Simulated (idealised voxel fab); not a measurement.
process module | voxel wiring stack
cross-section cut | 205 nm wide | cells 5 nm
A cross-section is a grid of square cells, given in bands from the top down. A band is one or more rows of cells.
Each band's line starts with the height of the band's top and of its bottom, in nm. Then come its materials from left to right, each with its width in nm. One material with "throughout" fills the band from edge to edge. "air" is empty space.
Height 0 is the level under which the wafer as received is all one material. The lowest band goes on downwards, as in "0 down".
A width such as "30 to 40" changes by the same amount from each row of cells to the next, from the band's top row to its bottom row.
"no change" after a step means that no cell of the cross-section changed.
closed voids: empty space of 8 cells or more with no open way to the top, each as width x height at its distance from the left edge, in nm
after a step's settings: what the simulator itself notes on the step
overlay nm, on a step with a mask: how far to the right of its planned place the mask lay; to the left if negative
plan
1 op RECEIVE | material Si
2 op CONFORMAL_DEP | material SiO2 | thk nm 10
3 op DIRECTIONAL_DEP | material TiN | thk nm 5
4 op DIRECTIONAL_DEP | material Ru | thk nm 25
5 op PATTERN | tone cover | mask id METAL_1 | material resist | width nm 20 | pitch nm 50 | thk nm 20 | overlay nm 0
6 op DIRECTIONAL_ETCH | etch materials Ru | depth nm 25
7 op DIRECTIONAL_ETCH | etch materials TiN | depth nm 5
8 op STRIP | etch materials resist
9 op FILL_DEP | material SiO2 | thk nm 10
10 op CMP | height nm 40
11 op CONFORMAL_DEP | material SiCN | thk nm 5
12 op DIRECTIONAL_DEP | material SiO2 | thk nm 15
13 op MASKED_ETCH | tone open | mask id PLUG_1 | width nm 15 | pitch nm 50 | etch materials SiO2 | depth nm 15 | overlay nm 0
14 op MASKED_ETCH | tone open | mask id PLUG_1 | width nm 15 | pitch nm 50 | etch materials SiCN | depth nm 5 | overlay nm 0
15 op CONFORMAL_DEP | material TiN | thk nm 5
16 op FILL_DEP | material Cu | thk nm 5
17 op CMP | height nm 60
18 op CONFORMAL_DEP | material SiN | thk nm 5
19 op DIRECTIONAL_DEP | material SiO2 | thk nm 25
20 op DIRECTIONAL_DEP | material aC | thk nm 10
21 op PATTERN | tone open | mask id METAL_2 | material resist | width nm 30 | pitch nm 50 | thk nm 25 | overlay nm 0
22 op DIRECTIONAL_ETCH | etch materials aC | depth nm 10
23 op STRIP | etch materials resist
24 op DIRECTIONAL_ETCH | etch materials SiO2 | depth nm 25
25 op DIRECTIONAL_ETCH | etch materials SiN | depth nm 5
26 op STRIP | etch materials aC
27 op CONFORMAL_DEP | material TiN | thk nm 5
28 op FILL_DEP | material Cu | thk nm 5
29 op CMP | height nm 90
30 op CONFORMAL_DEP | material SiCN | thk nm 5
varied across the wafers: width nm of step 5. The plan shows the first wafer's value. All wafers start alike
first wafer as received, after step 1
  0 down: Si throughout
  closed voids: none
each wafer at the end: cells of each material gained (+) or lost (-) since it was received, then its closed voids
width nm 20 | +69 Cu | +60 Ru | +73 SiCN | +23 SiN | +467 SiO2 | +87 TiN | closed voids: none
width nm 25 | +69 Cu | +75 Ru | +73 SiCN | +23 SiN | +449 SiO2 | +90 TiN | closed voids: none
width nm 30 | +69 Cu | +90 Ru | +73 SiCN | +23 SiN | +431 SiO2 | +93 TiN | closed voids: none
width nm 35 | +69 Cu | +105 Ru | +73 SiCN | +23 SiN | +413 SiO2 | +96 TiN | closed voids: none
